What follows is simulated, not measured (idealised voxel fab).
process module | voxel capacitor over wiring
The width of the displayed cross-section, cut, is 300 nm; its cells are square, with a size of 5 nm.
Heads up, the way a cross-section reads in here is a grid of square cells, handed over as bands from the top down, with every band being one or more rows of cells.
For a band, the entry starts with two heights in nm, that of the top and then that of the bottom, and carries on with the band's materials in order from left to right, each alongside its width in nm; the word "everywhere" beside a single material means it fills the band edge to edge, and "air" means empty space.
A quick word on heights: they are counted from 0, and under that level the wafer as it came to us is one material throughout. The lowest band is different from the rest in having no bottom; it simply continues downward, written as in "0 down".
Per-row width for "30->40": begins at first number (top row of band), ends at second number (bottom row), increment between rows held constant.
"no modification", as given for a step, is the statement that not any cell of the cross-section underwent a change during that step.
The entry "Fully sealed voids" lists the empty spaces that cover at least 8 cells and have no open path to the top. Each is written as width x height at distance, where the distance is measured from the left edge and all three values are in nm.
Text after the settings on a step's line: the simulator's own remark on that step.
If you see "overlay nm" on a step's line and that step has a mask, it's telling you how far right of where it was planned the mask ended up; a negative number means it went left instead.
Planned step list for the process:
1) RECEIVE [material Si]
2) CONFORMAL_DEP [material SiO2] [thk nm 10]
3) DIRECTIONAL_DEP [material TiN] [thk nm 5]
4) DIRECTIONAL_DEP [material W] [thk nm 25]
5) PATTERN [tone cover] [mask id METAL_1] [material resist] [width nm 20] [pitch nm 85] [thk nm 20] [overlay nm 0]
6) DIRECTIONAL_ETCH [etch materials W] [depth nm 25]
7) DIRECTIONAL_ETCH [etch materials TiN] [depth nm 5]
8) STRIP [etch materials resist]
9) FILL_DEP [material SiO2] [thk nm 10]
10) CMP [height nm 40]
11) CONFORMAL_DEP [material SiCN] [thk nm 5]
12) DIRECTIONAL_DEP [material SiO2] [thk nm 20]
13) DIRECTIONAL_DEP [material aC] [thk nm 15]
14) PATTERN [tone open] [mask id PLUG_1] [material resist] [width nm 15] [thk nm 35] [overlay nm 0]
15) DIRECTIONAL_ETCH [etch materials aC] [depth nm 15]
16) STRIP [etch materials resist]
17) DIRECTIONAL_ETCH [etch materials SiO2] [depth nm 20]
18) DIRECTIONAL_ETCH [etch materials SiCN] [depth nm 5]
19) STRIP [etch materials aC]
20) CONFORMAL_DEP [material TiN] [thk nm 5]
21) FILL_DEP [material Cu] [thk nm 10]
22) CMP [height nm 65]
23) DIRECTIONAL_DEP [material TiN] [thk nm 10]
24) DIRECTIONAL_DEP [material Al2O3] [thk nm 5]
25) DIRECTIONAL_DEP [material TiN] [thk nm 5]
26) DIRECTIONAL_DEP [material aC] [thk nm 10]
27) PATTERN [tone cover] [mask id UPPER_PLATE] [material resist] [width nm 70] [thk nm 30] [overlay nm 0]
28) DIRECTIONAL_ETCH [etch materials aC] [depth nm 10]
29) STRIP [etch materials resist]
30) DIRECTIONAL_ETCH [etch materials TiN] [depth nm 5]
31) DIRECTIONAL_ETCH [etch materials Al2O3] [depth nm 5]
32) STRIP [etch materials aC]
33) DIRECTIONAL_DEP [material aC] [thk nm 10]
34) PATTERN [tone cover] [mask id LOWER_PLATE] [material resist] [width nm 80] [thk nm 30] [overlay nm 0]
35) DIRECTIONAL_ETCH [etch materials aC] [depth nm 10]
36) STRIP [etch materials resist]
37) DIRECTIONAL_ETCH [etch materials TiN] [depth nm 10]
38) STRIP [etch materials aC]
39) FILL_DEP [material SiO2] [thk nm 20]
40) CMP [height nm 100]
41) PATTERN [tone open] [mask id PLUG_2] [material resist] [width nm 15] [thk nm 15] [overlay nm 0]
42) DIRECTIONAL_ETCH [etch materials SiO2] [depth nm 15]
43) STRIP [etch materials resist]
44) CONFORMAL_DEP [material TiN] [thk nm 5]
45) FILL_DEP [material W] [thk nm 10]
46) CMP [height nm 100]
47) CONFORMAL_DEP [material SiCN] [thk nm 5]
First wafer of two (run as planned):
Incoming wafer, cross-sectional view, post step 1:
0 down | Si everywhere
Fully sealed voids: none
Once step 2 is through, the wafer looks like this in cross-section:
10 to 0 | SiO2 everywhere
below 0: unchanged
Once step 3 is through, the wafer looks like this in cross-section:
15 to 10 | TiN everywhere
below 10: unchanged
Once step 4 is through, the wafer looks like this in cross-section:
40 to 15 | W everywhere
below 15: unchanged
Once step 5 is through, the wafer looks like this in cross-section:
60 to 40 | 95 nm air, then 20 nm resist, then 65 nm air, then 20 nm resist, then 100 nm air
below 40: unchanged
Once step 6 is through, the wafer looks like this in cross-section:
60 to 40 | 95 nm air, then 20 nm resist, then 65 nm air, then 20 nm resist, then 100 nm air
40 to 15 | 95 nm air, then 20 nm W, then 65 nm air, then 20 nm W, then 100 nm air
below 15: unchanged
Once step 7 is through, the wafer looks like this in cross-section:
60 to 40 | 95 nm air, then 20 nm resist, then 65 nm air, then 20 nm resist, then 100 nm air
40 to 15 | 95 nm air, then 20 nm W, then 65 nm air, then 20 nm W, then 100 nm air
15 to 10 | 95 nm air, then 20 nm TiN, then 65 nm air, then 20 nm TiN, then 100 nm air
below 10: unchanged
Once step 8 is through, the wafer looks like this in cross-section:
40 to 15 | 95 nm air, then 20 nm W, then 65 nm air, then 20 nm W, then 100 nm air
below 15: unchanged
Once step 9 is through, the wafer looks like this in cross-section:
50 to 40 | SiO2 everywhere
40 to 15 | 95 nm SiO2, then 20 nm W, then 65 nm SiO2, then 20 nm W, then 100 nm SiO2
15 to 10 | 95 nm SiO2, then 20 nm TiN, then 65 nm SiO2, then 20 nm TiN, then 100 nm SiO2
below 10: unchanged
Once step 10 is through, the wafer looks like this in cross-section:
40 to 15 | 95 nm SiO2, then 20 nm W, then 65 nm SiO2, then 20 nm W, then 100 nm SiO2
below 15: unchanged
Once step 11 is through, the wafer looks like this in cross-section:
45 to 40 | SiCN everywhere
below 40: unchanged
Once step 12 is through, the wafer looks like this in cross-section:
65 to 45 | SiO2 everywhere
below 45: unchanged
Once step 13 is through, the wafer looks like this in cross-section:
80 to 65 | aC everywhere
below 65: unchanged
Once step 14 is through, the wafer looks like this in cross-section:
115 to 80 | 100 nm resist, then 15 nm air, then 185 nm resist
below 80: unchanged
Once step 15 is through, the wafer looks like this in cross-section:
100 to 80 | 100 nm resist, then 15 nm air, then 185 nm resist
80 to 65 | 100 nm aC, then 15 nm air, then 185 nm aC
below 65: unchanged
Once step 16 is through, the wafer looks like this in cross-section:
80 to 65 | 100 nm aC, then 15 nm air, then 185 nm aC
below 65: unchanged
Once step 17 is through, the wafer looks like this in cross-section:
80 to 65 | 100 nm aC, then 15 nm air, then 185 nm aC
65 to 45 | 100 nm SiO2, then 15 nm air, then 185 nm SiO2
below 45: unchanged
Once step 18 is through, the wafer looks like this in cross-section:
80 to 65 | 100 nm aC, then 15 nm air, then 185 nm aC
65 to 45 | 100 nm SiO2, then 15 nm air, then 185 nm SiO2
45 to 40 | 100 nm SiCN, then 15 nm air, then 185 nm SiCN
below 40: unchanged
Once step 19 is through, the wafer looks like this in cross-section:
65 to 45 | 100 nm SiO2, then 15 nm air, then 185 nm SiO2
below 45: unchanged
Once step 20 is through, the wafer looks like this in cross-section:
70 to 65 | 105 nm TiN, then 5 nm air, then 190 nm TiN
65 to 45 | 100 nm SiO2, then 5 nm TiN, then 5 nm air, then 5 nm TiN, then 185 nm SiO2
45 to 40 | 100 nm SiCN, then 15 nm TiN, then 185 nm SiCN
below 40: unchanged
Once step 21 is through, the wafer looks like this in cross-section:
80 to 70 | Cu everywhere
70 to 65 | 105 nm TiN, then 5 nm Cu, then 190 nm TiN
65 to 45 | 100 nm SiO2, then 5 nm TiN, then 5 nm Cu, then 5 nm TiN, then 185 nm SiO2
below 45: unchanged
Once step 22 is through, the wafer looks like this in cross-section:
65 to 45 | 100 nm SiO2, then 5 nm TiN, then 5 nm Cu, then 5 nm TiN, then 185 nm SiO2
below 45: unchanged
Once step 23 is through, the wafer looks like this in cross-section:
75 to 65 | TiN everywhere
below 65: unchanged
Once step 24 is through, the wafer looks like this in cross-section:
80 to 75 | Al2O3 everywhere
below 75: unchanged
Once step 25 is through, the wafer looks like this in cross-section:
85 to 80 | TiN everywhere
below 80: unchanged
Once step 26 is through, the wafer looks like this in cross-section:
95 to 85 | aC everywhere
below 85: unchanged
Once step 27 is through, the wafer looks like this in cross-section:
125 to 95 | 100 nm air, then 70 nm resist, then 130 nm air
below 95: unchanged
Once step 28 is through, the wafer looks like this in cross-section:
115 to 95 | 100 nm air, then 70 nm resist, then 130 nm air
95 to 85 | 100 nm air, then 70 nm aC, then 130 nm air
below 85: unchanged
Once step 29 is through, the wafer looks like this in cross-section:
95 to 85 | 100 nm air, then 70 nm aC, then 130 nm air
below 85: unchanged
Once step 30 is through, the wafer looks like this in cross-section:
95 to 85 | 100 nm air, then 70 nm aC, then 130 nm air
85 to 80 | 100 nm air, then 70 nm TiN, then 130 nm air
below 80: unchanged
Once step 31 is through, the wafer looks like this in cross-section:
95 to 85 | 100 nm air, then 70 nm aC, then 130 nm air
85 to 80 | 100 nm air, then 70 nm TiN, then 130 nm air
80 to 75 | 100 nm air, then 70 nm Al2O3, then 130 nm air
below 75: unchanged
Once step 32 is through, the wafer looks like this in cross-section:
85 to 80 | 100 nm air, then 70 nm TiN, then 130 nm air
below 80: unchanged
Once step 33 is through, the wafer looks like this in cross-section:
95 to 85 | 100 nm air, then 70 nm aC, then 130 nm air
85 to 80 | 100 nm aC, then 70 nm TiN, then 130 nm aC
80 to 75 | 100 nm aC, then 70 nm Al2O3, then 130 nm aC
below 75: unchanged
Once step 34 is through, the wafer looks like this in cross-section:
125 to 95 | 95 nm air, then 80 nm resist, then 125 nm air
95 to 85 | 95 nm air, then 5 nm resist, then 70 nm aC, then 5 nm resist, then 125 nm air
below 85: unchanged
Once step 35 is through, the wafer looks like this in cross-section:
115 to 95 | 95 nm air, then 80 nm resist, then 125 nm air
95 to 85 | 95 nm air, then 5 nm resist, then 70 nm aC, then 5 nm resist, then 125 nm air
85 to 80 | 95 nm air, then 5 nm aC, then 70 nm TiN, then 5 nm aC, then 125 nm air
80 to 75 | 95 nm air, then 5 nm aC, then 70 nm Al2O3, then 5 nm aC, then 125 nm air
below 75: unchanged
Once step 36 is through, the wafer looks like this in cross-section:
95 to 85 | 100 nm air, then 70 nm aC, then 130 nm air
below 85: unchanged
Once step 37 is through, the wafer looks like this in cross-section:
95 to 85 | 100 nm air, then 70 nm aC, then 130 nm air
85 to 80 | 95 nm air, then 5 nm aC, then 70 nm TiN, then 5 nm aC, then 125 nm air
80 to 75 | 95 nm air, then 5 nm aC, then 70 nm Al2O3, then 5 nm aC, then 125 nm air
75 to 65 | 95 nm air, then 80 nm TiN, then 125 nm air
below 65: unchanged
Once step 38 is through, the wafer looks like this in cross-section:
85 to 80 | 100 nm air, then 70 nm TiN, then 130 nm air
80 to 75 | 100 nm air, then 70 nm Al2O3, then 130 nm air
below 75: unchanged
Once step 39 is through, the wafer looks like this in cross-section:
105 to 85 | SiO2 everywhere
85 to 80 | 100 nm SiO2, then 70 nm TiN, then 130 nm SiO2
80 to 75 | 100 nm SiO2, then 70 nm Al2O3, then 130 nm SiO2
75 to 65 | 95 nm SiO2, then 80 nm TiN, then 125 nm SiO2
below 65: unchanged
Once step 40 is through, the wafer looks like this in cross-section:
100 to 85 | SiO2 everywhere
below 85: unchanged
Once step 41 is through, the wafer looks like this in cross-section:
115 to 100 | 110 nm resist, then 15 nm air, then 175 nm resist
below 100: unchanged
Once step 42 is through, the wafer looks like this in cross-section:
115 to 100 | 110 nm resist, then 15 nm air, then 175 nm resist
100 to 85 | 110 nm SiO2, then 15 nm air, then 175 nm SiO2
below 85: unchanged
Once step 43 is through, the wafer looks like this in cross-section:
100 to 85 | 110 nm SiO2, then 15 nm air, then 175 nm SiO2
below 85: unchanged
Once step 44 is through, the wafer looks like this in cross-section:
105 to 100 | 115 nm TiN, then 5 nm air, then 180 nm TiN
100 to 90 | 110 nm SiO2, then 5 nm TiN, then 5 nm air, then 5 nm TiN, then 175 nm SiO2
90 to 80 | 110->100 nm SiO2, then 15->70 nm TiN, then 175->130 nm SiO2
below 80: unchanged
Once step 45 is through, the wafer looks like this in cross-section:
115 to 105 | W everywhere
105 to 100 | 115 nm TiN, then 5 nm W, then 180 nm TiN
100 to 90 | 110 nm SiO2, then 5 nm TiN, then 5 nm W, then 5 nm TiN, then 175 nm SiO2
below 90: unchanged
Once step 46 is through, the wafer looks like this in cross-section:
100 to 90 | 110 nm SiO2, then 5 nm TiN, then 5 nm W, then 5 nm TiN, then 175 nm SiO2
below 90: unchanged
Once step 47 is through, the wafer looks like this in cross-section:
105 to 100 | SiCN everywhere
below 100: unchanged
The second wafer: identical to the first at the outset and in its planned sequence, differing only in that one mistake was made during processing; up to and including step 30, its path is the first wafer's path:
Second wafer: cross-section at the scheduled end of step 31:
95 to 85 | 100 nm air, then 70 nm aC, then 130 nm air
85 to 80 | 100 nm air, then 70 nm TiN, then 130 nm air
80 to 75 | 100 nm air, then 70 nm Al2O3, then 130 nm air
below 75: unchanged
Second wafer: cross-section at the scheduled end of step 32:
85 to 80 | 100 nm air, then 70 nm TiN, then 130 nm air
below 80: unchanged
Second wafer: cross-section at the scheduled end of step 33:
95 to 85 | 100 nm air, then 70 nm aC, then 130 nm air
85 to 80 | 100 nm aC, then 70 nm TiN, then 130 nm aC
80 to 75 | 100 nm aC, then 70 nm Al2O3, then 130 nm aC
below 75: unchanged
Second wafer: cross-section at the scheduled end of step 34:
125 to 95 | 95 nm air, then 80 nm resist, then 125 nm air
95 to 85 | 95 nm air, then 5 nm resist, then 70 nm aC, then 5 nm resist, then 125 nm air
below 85: unchanged
Second wafer: cross-section at the scheduled end of step 35:
115 to 95 | 95 nm air, then 80 nm resist, then 125 nm air
95 to 85 | 95 nm air, then 5 nm resist, then 70 nm aC, then 5 nm resist, then 125 nm air
85 to 80 | 95 nm air, then 5 nm aC, then 70 nm TiN, then 5 nm aC, then 125 nm air
80 to 75 | 95 nm air, then 5 nm aC, then 70 nm Al2O3, then 5 nm aC, then 125 nm air
below 75: unchanged
Second wafer: cross-section at the scheduled end of step 36:
95 to 85 | 100 nm air, then 70 nm aC, then 130 nm air
below 85: unchanged
Second wafer: cross-section at the scheduled end of step 37:
95 to 85 | 100 nm air, then 70 nm aC, then 130 nm air
85 to 80 | 95 nm air, then 5 nm aC, then 70 nm TiN, then 5 nm aC, then 125 nm air
80 to 75 | 95 nm air, then 5 nm aC, then 70 nm Al2O3, then 5 nm aC, then 125 nm air
75 to 65 | 95 nm air, then 80 nm TiN, then 125 nm air
below 65: unchanged
Second wafer: cross-section at the scheduled end of step 38:
85 to 80 | 100 nm air, then 70 nm TiN, then 130 nm air
80 to 75 | 100 nm air, then 70 nm Al2O3, then 130 nm air
below 75: unchanged
Second wafer: cross-section at the scheduled end of step 39:
105 to 85 | SiO2 everywhere
85 to 80 | 100 nm SiO2, then 70 nm TiN, then 130 nm SiO2
80 to 75 | 100 nm SiO2, then 70 nm Al2O3, then 130 nm SiO2
75 to 65 | 95 nm SiO2, then 80 nm TiN, then 125 nm SiO2
below 65: unchanged
Second wafer: cross-section at the scheduled end of step 40:
100 to 85 | SiO2 everywhere
below 85: unchanged
Second wafer: cross-section at the scheduled end of step 41:
115 to 100 | 110 nm resist, then 15 nm air, then 175 nm resist
below 100: unchanged
Second wafer: cross-section at the scheduled end of step 42:
115 to 100 | 110 nm resist, then 15 nm air, then 175 nm resist
100 to 85 | 110 nm SiO2, then 15 nm air, then 175 nm SiO2
below 85: unchanged
Second wafer: cross-section at the scheduled end of step 43:
100 to 85 | 110 nm SiO2, then 15 nm air, then 175 nm SiO2
below 85: unchanged
Second wafer: cross-section at the scheduled end of step 44:
105 to 100 | 115 nm TiN, then 5 nm air, then 180 nm TiN
100 to 90 | 110 nm SiO2, then 5 nm TiN, then 5 nm air, then 5 nm TiN, then 175 nm SiO2
90 to 80 | 110->100 nm SiO2, then 15->70 nm TiN, then 175->130 nm SiO2
below 80: unchanged
Second wafer: cross-section at the scheduled end of step 45:
115 to 105 | W everywhere
105 to 100 | 115 nm TiN, then 5 nm W, then 180 nm TiN
100 to 90 | 110 nm SiO2, then 5 nm TiN, then 5 nm W, then 5 nm TiN, then 175 nm SiO2
below 90: unchanged
Second wafer: cross-section at the scheduled end of step 46:
100 to 90 | 110 nm SiO2, then 5 nm TiN, then 5 nm W, then 5 nm TiN, then 175 nm SiO2
below 90: unchanged
Second wafer: cross-section at the scheduled end of step 47:
105 to 100 | SiCN everywhere
below 100: unchanged
So what did we get wrong on this run? in the plan, step 31 was performed twice
Outcome: the two wafer cross-sections end up identical, and the model's computation is unaffected by the mistake.
